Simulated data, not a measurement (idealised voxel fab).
Presented below is a process module, voxel transistor to metal.
The figure presents cross-section cut, which has a width of 190 nm and is divided into square cells with an edge length of 5 nm.
If you're reading a cross-section in this doc, picture square cells in a grid; it comes to you as bands, top ones listed first down to the bottom, and a band can be one or more rows of cells.
The band entry comprises the height of the band's top followed by the height of its bottom, expressed in nm, and subsequently the band's materials from left to right, each stated together with its width in nm. Where a single material is marked with the word "edge to edge", that material fills the band from edge to edge. The word "air" represents empty space.
Measure heights from 0. That's the level where, below it, the as-received wafer is all one material. The lowest band is bottomless and extends downward; write it as in "0 nm and below".
The expression "30..40" gives the width at the extremes of the band, the first number at its top row of cells and the second at its bottom row, with the width changing by equal amounts from each row to the next in between.
The designation "nothing changed", where it is given for a processing step, indicates that no cell of the cross-section was altered in the course of that step.
Empty spaces without an open route to the top, at least 8 cells in extent, make up the entry "Cavities, sealed"; each is given as width x height at distance, where the distance is measured from the left edge, and all are in nm.
What comes after the settings on a step's line is commentary from the simulator itself on that step.
"overlay nm" on a masked step: distance the mask lay right of its planned place, negative for left.

### Listed below are the process steps as planned
1) RECEIVE,material Si
2) OXIDIZE,depth nm 5
3) CONFORMAL_DEP,material SiN,thk nm 15
4) PATTERN,tone cover,mask id ACTIVE,material resist,width nm 115,thk nm 20,overlay nm 0
5) DIRECTIONAL_ETCH,etch materials SiN,depth nm 15
6) DIRECTIONAL_ETCH,etch materials SiO2,depth nm 5
7) DIRECTIONAL_ETCH,etch materials Si,depth nm 30
8) STRIP,etch materials resist
9) OXIDIZE,depth nm 5
10) FILL_DEP,material SiO2,thk nm 15
11) CMP,height nm 15
12) SELECTIVE_ETCH,etch materials SiO2,depth nm 15
13) STRIP,etch materials SiN
14) SELECTIVE_ETCH,etch materials SiO2,depth nm 5
15) OXIDIZE,depth nm 5
16) DIRECTIONAL_DEP,material polySi,thk nm 20
17) DIRECTIONAL_DEP,material SiCN,thk nm 15
18) DIRECTIONAL_DEP,material aC,thk nm 15
19) PATTERN,tone cover,mask id GATE,material resist,width nm 35,thk nm 35,overlay nm 0
20) DIRECTIONAL_ETCH,etch materials aC,depth nm 15
21) STRIP,etch materials resist
22) DIRECTIONAL_ETCH,etch materials SiCN,depth nm 25
23) DIRECTIONAL_ETCH,etch materials polySi,depth nm 30
24) STRIP,etch materials aC
25) CONFORMAL_DEP,material SiN,thk nm 10
26) DIRECTIONAL_ETCH,etch materials SiN,depth nm 10
27) DIRECTIONAL_ETCH,etch materials SiO2,depth nm 5
28) DIRECTIONAL_ETCH,etch materials Si,depth nm 15
29) EPI,material SiGe,thk nm 15
30) FILL_DEP,material SiO2,thk nm 5
31) CMP,height nm 15
32) STRIP,etch materials polySi
33) SELECTIVE_ETCH,etch materials SiO2,depth nm 5
34) CONFORMAL_DEP,material HfO2,thk nm 5
35) CONFORMAL_DEP,material TiN,thk nm 5
36) FILL_DEP,material W,thk nm 10
37) CMP,height nm 10
38) DIRECTIONAL_DEP,material SiO2,thk nm 10
39) DIRECTIONAL_DEP,material aC,thk nm 15
40) PATTERN,tone open,mask id CONTACT,material resist,width nm 15,pitch nm 80,thk nm 30,overlay nm -15
41) DIRECTIONAL_ETCH,etch materials aC,depth nm 15
42) STRIP,etch materials resist
43) DIRECTIONAL_ETCH,etch materials SiO2,depth nm 30
44) STRIP,etch materials aC
45) CONFORMAL_DEP,material TiN,thk nm 5
46) FILL_DEP,material Ru,thk nm 5
47) CMP,height nm 20
48) CONFORMAL_DEP,material SiCN,thk nm 5
49) DIRECTIONAL_DEP,material SiO2,thk nm 25
50) MASKED_ETCH,tone open,mask id METAL_1,width nm 15,pitch nm 80,etch materials SiO2,depth nm 25,overlay nm 0
51) MASKED_ETCH,tone open,mask id METAL_1,width nm 15,pitch nm 80,etch materials SiCN,depth nm 5,overlay nm 0
52) CONFORMAL_DEP,material TiN,thk nm 5
53) FILL_DEP,material Cu,thk nm 10
54) CMP,height nm 50
55) CONFORMAL_DEP,material SiCN,thk nm 5
It is noted that the wafers described herein are identical at the outset and are distinguished by the overlay nm of step 40; the value stated in the plan corresponds to the first wafer.

### The as-received cross-section of the first of several wafers corresponds to the state after step 1
    0 nm and below = Si edge to edge
    Cavities, sealed: none

### Note: the following table is arranged by wafer, a row apiece. Each row reports the end-of-module state: per material, cells gained (+) or cells lost (-) compared with the wafer as received; closed voids follow
overlay nm -15; +10 Cu; +15 HfO2; +6 Ru; -208 Si; +70 SiCN; +48 SiGe; +12 SiN; +405 SiO2; +54 TiN; +6 W; Cavities, sealed: none
overlay nm -10; +10 Cu; +15 HfO2; +6 Ru; -208 Si; +70 SiCN; +48 SiGe; +12 SiN; +404 SiO2; +55 TiN; +6 W; Cavities, sealed: none
overlay nm -5; +10 Cu; +15 HfO2; +4 Ru; -208 Si; +70 SiCN; +48 SiGe; +12 SiN; +406 SiO2; +55 TiN; +6 W; Cavities, sealed: none
overlay nm 0; +10 Cu; +15 HfO2; +4 Ru; -208 Si; +70 SiCN; +48 SiGe; +12 SiN; +406 SiO2; +55 TiN; +6 W; Cavities, sealed: none
overlay nm 5; +10 Cu; +15 HfO2; +4 Ru; -208 Si; +70 SiCN; +48 SiGe; +12 SiN; +406 SiO2; +55 TiN; +6 W; Cavities, sealed: none
overlay nm 10; +10 Cu; +15 HfO2; +6 Ru; -208 Si; +70 SiCN; +48 SiGe; +12 SiN; +404 SiO2; +55 TiN; +6 W; Cavities, sealed: none
overlay nm 15; +10 Cu; +15 HfO2; +6 Ru; -208 Si; +70 SiCN; +48 SiGe; +12 SiN; +405 SiO2; +54 TiN; +6 W; Cavities, sealed: none
